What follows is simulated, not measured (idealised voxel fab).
The process module that follows is named voxel trench capacitor.
The figure presents cross-section cut, which has a width of 245 nm and is divided into square cells with an edge length of 5 nm.
Notation: cross-section as square-cell grid; stated in bands, top first, going down; one or more cell rows per band. In this notation a band is specified by the heights of its top and bottom, in that order and in nm, after which its materials appear from left to right, each paired with its width in nm. The word "all across" attached to a single material means that material fills the band from edge to edge; the word "air" stands for empty space. Heights from 0 (as-received wafer is one material below). Bottom band endless downward, as "0 -> down". A width such as "30 to 40" changes by the same amount from each row of cells to the next, from the band's top row to its bottom row. What does "no change" mean for a step? It means no cell of the cross-section changed in that step. The entry titled "Internal closed voids" provides the empty spaces that have no open way to the top, restricted to those of 8 cells or more. Each is presented as width x height at distance, the distance being measured from the left edge, with all three in nm. Where a step's line continues beyond its settings, the continuation is a remark by the simulator itself on that step. overlay nm, on a step with a mask: how far to the right of its planned place the mask lay; to the left if negative.

SO HERE'S THE LINEUP OF PROCESS STEPS WE PLANNED
1) RECEIVE,material Si
2) CONFORMAL_DEP,material SiN,thk nm 5
3) DIRECTIONAL_DEP,material aC,thk nm 10
4) PATTERN,tone open,mask id TRENCH,material resist,width nm 25,pitch nm 40,thk nm 25,overlay nm 0
5) DIRECTIONAL_ETCH,etch materials aC,depth nm 10
6) STRIP,etch materials resist
7) DIRECTIONAL_ETCH,etch materials SiN,depth nm 5
8) DIRECTIONAL_ETCH,etch materials Si,depth nm 30
9) STRIP,etch materials aC
10) CONFORMAL_DEP,material HfO2,thk nm 5
11) CONFORMAL_DEP,material TiN,thk nm 5
12) FILL_DEP,material W,thk nm 5
13) CMP,height nm 5

FIRST OF TWO WAFERS, WITH THE RUN CARRIED OUT AS PLANNED

CROSS-SECTIONAL VIEW OF THE WAFER IN ITS AS-RECEIVED CONDITION, CORRESPONDING TO THE STATE AFTER STEP 1
- 0 -> down  Si all across
- Internal closed voids: none

THE WAFER IN CROSS-SECTION ONCE STEP 2 IS COMPLETE
- 5 -> 0  SiN all across
- Under the height 0 nothing was changed.

THE WAFER IN CROSS-SECTION ONCE STEP 3 IS COMPLETE
- 15 -> 5  aC all across
- Under the height 5 nothing was changed.

THE WAFER IN CROSS-SECTION ONCE STEP 4 IS COMPLETE
- 40 -> 15  70 of resist, then 25 of air, then 15 of resist, then 25 of air, then 15 of resist, then 25 of air, then 70 of resist
- Under the height 15 nothing was changed.

THE WAFER IN CROSS-SECTION ONCE STEP 5 IS COMPLETE
- 30 -> 15  70 of resist, then 25 of air, then 15 of resist, then 25 of air, then 15 of resist, then 25 of air, then 70 of resist
- 15 -> 5  70 of aC, then 25 of air, then 15 of aC, then 25 of air, then 15 of aC, then 25 of air, then 70 of aC
- Under the height 5 nothing was changed.

THE WAFER IN CROSS-SECTION ONCE STEP 6 IS COMPLETE
- 15 -> 5  70 of aC, then 25 of air, then 15 of aC, then 25 of air, then 15 of aC, then 25 of air, then 70 of aC
- Under the height 5 nothing was changed.

THE WAFER IN CROSS-SECTION ONCE STEP 7 IS COMPLETE
- 15 -> 5  70 of aC, then 25 of air, then 15 of aC, then 25 of air, then 15 of aC, then 25 of air, then 70 of aC
- 5 -> 0  70 of SiN, then 25 of air, then 15 of SiN, then 25 of air, then 15 of SiN, then 25 of air, then 70 of SiN
- Under the height 0 nothing was changed.

THE WAFER IN CROSS-SECTION ONCE STEP 8 IS COMPLETE
- 15 -> 5  70 of aC, then 25 of air, then 15 of aC, then 25 of air, then 15 of aC, then 25 of air, then 70 of aC
- 5 -> 0  70 of SiN, then 25 of air, then 15 of SiN, then 25 of air, then 15 of SiN, then 25 of air, then 70 of SiN
- 0 -> -30  70 of Si, then 25 of air, then 15 of Si, then 25 of air, then 15 of Si, then 25 of air, then 70 of Si
- Under the height -30 nothing was changed.

THE WAFER IN CROSS-SECTION ONCE STEP 9 IS COMPLETE
- 5 -> 0  70 of SiN, then 25 of air, then 15 of SiN, then 25 of air, then 15 of SiN, then 25 of air, then 70 of SiN
- Under the height 0 nothing was changed.

THE WAFER IN CROSS-SECTION ONCE STEP 10 IS COMPLETE
- 10 -> 5  75 of HfO2, then 15 of air, then 25 of HfO2, then 15 of air, then 25 of HfO2, then 15 of air, then 75 of HfO2
- 5 -> 0  70 of SiN, then 5 of HfO2, then 15 of air, then 5 of HfO2, then 15 of SiN, then 5 of HfO2, then 15 of air, then 5 of HfO2, then 15 of SiN, then 5 of HfO2, then 15 of air, then 5 of HfO2, then 70 of SiN
- 0 -> -25  70 of Si, then 5 of HfO2, then 15 of air, then 5 of HfO2, then 15 of Si, then 5 of HfO2, then 15 of air, then 5 of HfO2, then 15 of Si, then 5 of HfO2, then 15 of air, then 5 of HfO2, then 70 of Si
- -25 -> -30  70 of Si, then 25 of HfO2, then 15 of Si, then 25 of HfO2, then 15 of Si, then 25 of HfO2, then 70 of Si
- Under the height -30 nothing was changed.

THE WAFER IN CROSS-SECTION ONCE STEP 11 IS COMPLETE
- 15 -> 10  80 of TiN, then 5 of air, then 35 of TiN, then 5 of air, then 35 of TiN, then 5 of air, then 80 of TiN
- 10 -> 5  75 of HfO2, then 5 of TiN, then 5 of air, then 5 of TiN, then 25 of HfO2, then 5 of TiN, then 5 of air, then 5 of TiN, then 25 of HfO2, then 5 of TiN, then 5 of air, then 5 of TiN, then 75 of HfO2
- 5 -> 0  70 of SiN, then 5 of HfO2, then 5 of TiN, then 5 of air, then 5 of TiN, then 5 of HfO2, then 15 of SiN, then 5 of HfO2, then 5 of TiN, then 5 of air, then 5 of TiN, then 5 of HfO2, then 15 of SiN, then 5 of HfO2, then 5 of TiN, then 5 of air, then 5 of TiN, then 5 of HfO2, then 70 of SiN
- 0 -> -20  70 of Si, then 5 of HfO2, then 5 of TiN, then 5 of air, then 5 of TiN, then 5 of HfO2, then 15 of Si, then 5 of HfO2, then 5 of TiN, then 5 of air, then 5 of TiN, then 5 of HfO2, then 15 of Si, then 5 of HfO2, then 5 of TiN, then 5 of air, then 5 of TiN, then 5 of HfO2, then 70 of Si
- -20 -> -25  70 of Si, then 5 of HfO2, then 15 of TiN, then 5 of HfO2, then 15 of Si, then 5 of HfO2, then 15 of TiN, then 5 of HfO2, then 15 of Si, then 5 of HfO2, then 15 of TiN, then 5 of HfO2, then 70 of Si
- Under the height -25 nothing was changed.

THE WAFER IN CROSS-SECTION ONCE STEP 12 IS COMPLETE
- 20 -> 15  W all across
- 15 -> 10  80 of TiN, then 5 of W, then 35 of TiN, then 5 of W, then 35 of TiN, then 5 of W, then 80 of TiN
- 10 -> 5  75 of HfO2, then 5 of TiN, then 5 of W, then 5 of TiN, then 25 of HfO2, then 5 of TiN, then 5 of W, then 5 of TiN, then 25 of HfO2, then 5 of TiN, then 5 of W, then 5 of TiN, then 75 of HfO2
- 5 -> 0  70 of SiN, then 5 of HfO2, then 5 of TiN, then 5 of W, then 5 of TiN, then 5 of HfO2, then 15 of SiN, then 5 of HfO2, then 5 of TiN, then 5 of W, then 5 of TiN, then 5 of HfO2, then 15 of SiN, then 5 of HfO2, then 5 of TiN, then 5 of W, then 5 of TiN, then 5 of HfO2, then 70 of SiN
- 0 -> -20  70 of Si, then 5 of HfO2, then 5 of TiN, then 5 of W, then 5 of TiN, then 5 of HfO2, then 15 of Si, then 5 of HfO2, then 5 of TiN, then 5 of W, then 5 of TiN, then 5 of HfO2, then 15 of Si, then 5 of HfO2, then 5 of TiN, then 5 of W, then 5 of TiN, then 5 of HfO2, then 70 of Si
- Under the height -20 nothing was changed.

THE WAFER IN CROSS-SECTION ONCE STEP 13 IS COMPLETE
- 5 -> 0  70 of SiN, then 5 of HfO2, then 5 of TiN, then 5 of W, then 5 of TiN, then 5 of HfO2, then 15 of SiN, then 5 of HfO2, then 5 of TiN, then 5 of W, then 5 of TiN, then 5 of HfO2, then 15 of SiN, then 5 of HfO2, then 5 of TiN, then 5 of W, then 5 of TiN, then 5 of HfO2, then 70 of SiN
- Under the height 0 nothing was changed.

NOW THE OTHER WAFER: SAME START, SAME RECIPE, BUT WE MESSED UP ONE THING WHEN RUNNING IT. UP TO AND INCLUDING STEP 7 IT'S THE SAME AS THE FIRST ONE

CROSS-SECTIONAL VIEW OF THE SECOND WAFER AT THE INTENDED END TIME OF PROCESS STEP 8
- 15 -> 5  70 of aC, then 25 of air, then 15 of aC, then 25 of air, then 15 of aC, then 25 of air, then 70 of aC
- 5 -> 0  70 of SiN, then 25 of air, then 15 of SiN, then 25 of air, then 15 of SiN, then 25 of air, then 70 of SiN
- 0 -> -60  70 of Si, then 25 of air, then 15 of Si, then 25 of air, then 15 of Si, then 25 of air, then 70 of Si
- Under the height -60 nothing was changed.

CROSS-SECTIONAL VIEW OF THE SECOND WAFER AT THE INTENDED END TIME OF PROCESS STEP 9
- 5 -> 0  70 of SiN, then 25 of air, then 15 of SiN, then 25 of air, then 15 of SiN, then 25 of air, then 70 of SiN
- Under the height 0 nothing was changed.

CROSS-SECTIONAL VIEW OF THE SECOND WAFER AT THE INTENDED END TIME OF PROCESS STEP 10
- 10 -> 5  75 of HfO2, then 15 of air, then 25 of HfO2, then 15 of air, then 25 of HfO2, then 15 of air, then 75 of HfO2
- 5 -> 0  70 of SiN, then 5 of HfO2, then 15 of air, then 5 of HfO2, then 15 of SiN, then 5 of HfO2, then 15 of air, then 5 of HfO2, then 15 of SiN, then 5 of HfO2, then 15 of air, then 5 of HfO2, then 70 of SiN
- 0 -> -55  70 of Si, then 5 of HfO2, then 15 of air, then 5 of HfO2, then 15 of Si, then 5 of HfO2, then 15 of air, then 5 of HfO2, then 15 of Si, then 5 of HfO2, then 15 of air, then 5 of HfO2, then 70 of Si
- -55 -> -60  70 of Si, then 25 of HfO2, then 15 of Si, then 25 of HfO2, then 15 of Si, then 25 of HfO2, then 70 of Si
- Under the height -60 nothing was changed.

CROSS-SECTIONAL VIEW OF THE SECOND WAFER AT THE INTENDED END TIME OF PROCESS STEP 11
- 15 -> 10  80 of TiN, then 5 of air, then 35 of TiN, then 5 of air, then 35 of TiN, then 5 of air, then 80 of TiN
- 10 -> 5  75 of HfO2, then 5 of TiN, then 5 of air, then 5 of TiN, then 25 of HfO2, then 5 of TiN, then 5 of air, then 5 of TiN, then 25 of HfO2, then 5 of TiN, then 5 of air, then 5 of TiN, then 75 of HfO2
- 5 -> 0  70 of SiN, then 5 of HfO2, then 5 of TiN, then 5 of air, then 5 of TiN, then 5 of HfO2, then 15 of SiN, then 5 of HfO2, then 5 of TiN, then 5 of air, then 5 of TiN, then 5 of HfO2, then 15 of SiN, then 5 of HfO2, then 5 of TiN, then 5 of air, then 5 of TiN, then 5 of HfO2, then 70 of SiN
- 0 -> -50  70 of Si, then 5 of HfO2, then 5 of TiN, then 5 of air, then 5 of TiN, then 5 of HfO2, then 15 of Si, then 5 of HfO2, then 5 of TiN, then 5 of air, then 5 of TiN, then 5 of HfO2, then 15 of Si, then 5 of HfO2, then 5 of TiN, then 5 of air, then 5 of TiN, then 5 of HfO2, then 70 of Si
- -50 -> -55  70 of Si, then 5 of HfO2, then 15 of TiN, then 5 of HfO2, then 15 of Si, then 5 of HfO2, then 15 of TiN, then 5 of HfO2, then 15 of Si, then 5 of HfO2, then 15 of TiN, then 5 of HfO2, then 70 of Si
- Under the height -55 nothing was changed.

CROSS-SECTIONAL VIEW OF THE SECOND WAFER AT THE INTENDED END TIME OF PROCESS STEP 12
- 20 -> 15  W all across
- 15 -> 10  80 of TiN, then 5 of W, then 35 of TiN, then 5 of W, then 35 of TiN, then 5 of W, then 80 of TiN
- 10 -> 5  75 of HfO2, then 5 of TiN, then 5 of W, then 5 of TiN, then 25 of HfO2, then 5 of TiN, then 5 of W, then 5 of TiN, then 25 of HfO2, then 5 of TiN, then 5 of W, then 5 of TiN, then 75 of HfO2
- 5 -> 0  70 of SiN, then 5 of HfO2, then 5 of TiN, then 5 of W, then 5 of TiN, then 5 of HfO2, then 15 of SiN, then 5 of HfO2, then 5 of TiN, then 5 of W, then 5 of TiN, then 5 of HfO2, then 15 of SiN, then 5 of HfO2, then 5 of TiN, then 5 of W, then 5 of TiN, then 5 of HfO2, then 70 of SiN
- 0 -> -50  70 of Si, then 5 of HfO2, then 5 of TiN, then 5 of W, then 5 of TiN, then 5 of HfO2, then 15 of Si, then 5 of HfO2, then 5 of TiN, then 5 of W, then 5 of TiN, then 5 of HfO2, then 15 of Si, then 5 of HfO2, then 5 of TiN, then 5 of W, then 5 of TiN, then 5 of HfO2, then 70 of Si
- Under the height -50 nothing was changed.

CROSS-SECTIONAL VIEW OF THE SECOND WAFER AT THE INTENDED END TIME OF PROCESS STEP 13
- 5 -> 0  70 of SiN, then 5 of HfO2, then 5 of TiN, then 5 of W, then 5 of TiN, then 5 of HfO2, then 15 of SiN, then 5 of HfO2, then 5 of TiN, then 5 of W, then 5 of TiN, then 5 of HfO2, then 15 of SiN, then 5 of HfO2, then 5 of TiN, then 5 of W, then 5 of TiN, then 5 of HfO2, then 70 of SiN
- Under the height 0 nothing was changed.
Deviation from plan: in the plan, step 8 was performed twice
Final cells, second wafer relative to first, materials higher or lower: 36 more of HfO2; 90 fewer of Si; 36 more of TiN; 18 more of W
